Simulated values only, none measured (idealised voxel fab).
process module | voxel capacitor over wiring
cross-section cut | 175 nm wide | cells 5 nm
A cross-section is a grid of square cells, given in bands from the top down. A band is one or more rows of cells.
Each band's line starts with the height of the band's top and of its bottom, in nm. Then come its materials from left to right, each with its width in nm. One material with "throughout" fills the band from edge to edge. "air" is empty space.
Height 0 is the level under which the wafer as received is all one material. The lowest band goes on downwards, as in "0 down".
A width such as "30 to 40" changes by the same amount from each row of cells to the next, from the band's top row to its bottom row.
"no change" after a step means that no cell of the cross-section changed.
closed voids: empty space of 8 cells or more with no open way to the top, each as width x height at its distance from the left edge, in nm
after a step's settings: what the simulator itself notes on the step
overlay nm, on a step with a mask: how far to the right of its planned place the mask lay; to the left if negative
plan
1 op RECEIVE | material Si
2 op CONFORMAL_DEP | material SiO2 | thk nm 10
3 op DIRECTIONAL_DEP | material TiN | thk nm 5
4 op DIRECTIONAL_DEP | material W | thk nm 15
5 op PATTERN | tone cover | mask id METAL_1 | material resist | width nm 25 | pitch nm 75 | thk nm 20 | overlay nm 0
6 op DIRECTIONAL_ETCH | etch materials W | depth nm 15
7 op DIRECTIONAL_ETCH | etch materials TiN | depth nm 5
8 op STRIP | etch materials resist
9 op CONFORMAL_DEP | material SiCN | thk nm 5
10 op FILL_DEP | material lowk | thk nm 5
11 op CMP | height nm 30
12 op CONFORMAL_DEP | material SiCN | thk nm 5
13 op DIRECTIONAL_DEP | material lowk | thk nm 10
14 op DIRECTIONAL_DEP | material aC | thk nm 15
15 op PATTERN | tone open | mask id PLUG_1 | material resist | width nm 15 | thk nm 35 | overlay nm 0
16 op DIRECTIONAL_ETCH | etch materials aC | depth nm 15
17 op STRIP | etch materials resist
18 op DIRECTIONAL_ETCH | etch materials lowk | depth nm 10
19 op DIRECTIONAL_ETCH | etch materials SiCN | depth nm 5
20 op STRIP | etch materials aC
21 op EPI | material Ru | thk nm 10
22 op EPI | material Ru | thk nm 5
23 op DIRECTIONAL_DEP | material TiN | thk nm 5
24 op DIRECTIONAL_DEP | material Al2O3 | thk nm 5
25 op DIRECTIONAL_DEP | material TiN | thk nm 5
26 op MASKED_ETCH | tone cover | mask id UPPER_PLATE | width nm 55 | etch materials TiN | depth nm 5 | overlay nm 0
27 op MASKED_ETCH | tone cover | mask id UPPER_PLATE | width nm 55 | etch materials Al2O3 | depth nm 5 | overlay nm 0
28 op PATTERN | tone cover | mask id LOWER_PLATE | material resist | width nm 65 | thk nm 20 | overlay nm 0
29 op DIRECTIONAL_ETCH | etch materials TiN | depth nm 5
30 op STRIP | etch materials resist
31 op FILL_DEP | material SiO2 | thk nm 20
32 op CMP | height nm 75
33 op PATTERN | tone open | mask id PLUG_2 | material resist | width nm 15 | thk nm 20 | overlay nm 0
34 op DIRECTIONAL_ETCH | etch materials SiO2 | depth nm 15
35 op STRIP | etch materials resist
36 op CONFORMAL_DEP | material TiN | thk nm 5
37 op FILL_DEP | material W | thk nm 5
38 op CMP | height nm 75
39 op CONFORMAL_DEP | material SiCN | thk nm 5
as received, after step 1
  0 down: Si throughout
  closed voids: none
a wafer at the end: this start, this plan, one mistake
  80 to 75: SiCN throughout
  75 to 65: SiO2 55 | TiN 5 | W 5 | TiN 5 | SiO2 105
  65 to 60: SiO2 55 | TiN 15 | SiO2 105
  60 to 55: SiO2 45 | TiN 15 | SiO2 35 | TiN 5 | SiO2 75
  55 to 50: SiO2 45 | Al2O3 15 | SiO2 35 | Al2O3 5 | SiO2 75
  50 to 45: SiO2 40 | TiN 20 | SiO2 35 | TiN 10 | SiO2 70
  45 to 40: SiO2 20 | Ru 25 | lowk 15 | TiN 35 | Ru 55 | SiO2 25
  40 to 35: SiO2 20 | Ru 25 | lowk 15 | Al2O3 35 | Ru 55 | SiO2 25
  35 to 30: SiO2 20 | Ru 25 | SiCN 15 | TiN 35 | Ru 55 | SiO2 25
  30 to 15: lowk 30 | SiCN 5 | W 25 | SiCN 5 | lowk 40 | SiCN 5 | W 25 | SiCN 5 | lowk 35
  15 to 10: SiCN 35 | TiN 25 | SiCN 50 | TiN 25 | SiCN 40
  10 to 0: SiO2 throughout
  0 down: Si throughout
  closed voids: none
what went wrong: step 15 ran as: op PATTERN | tone cover | mask id PLUG_1 | material resist | width nm 15 | thk nm 35 | overlay nm 0
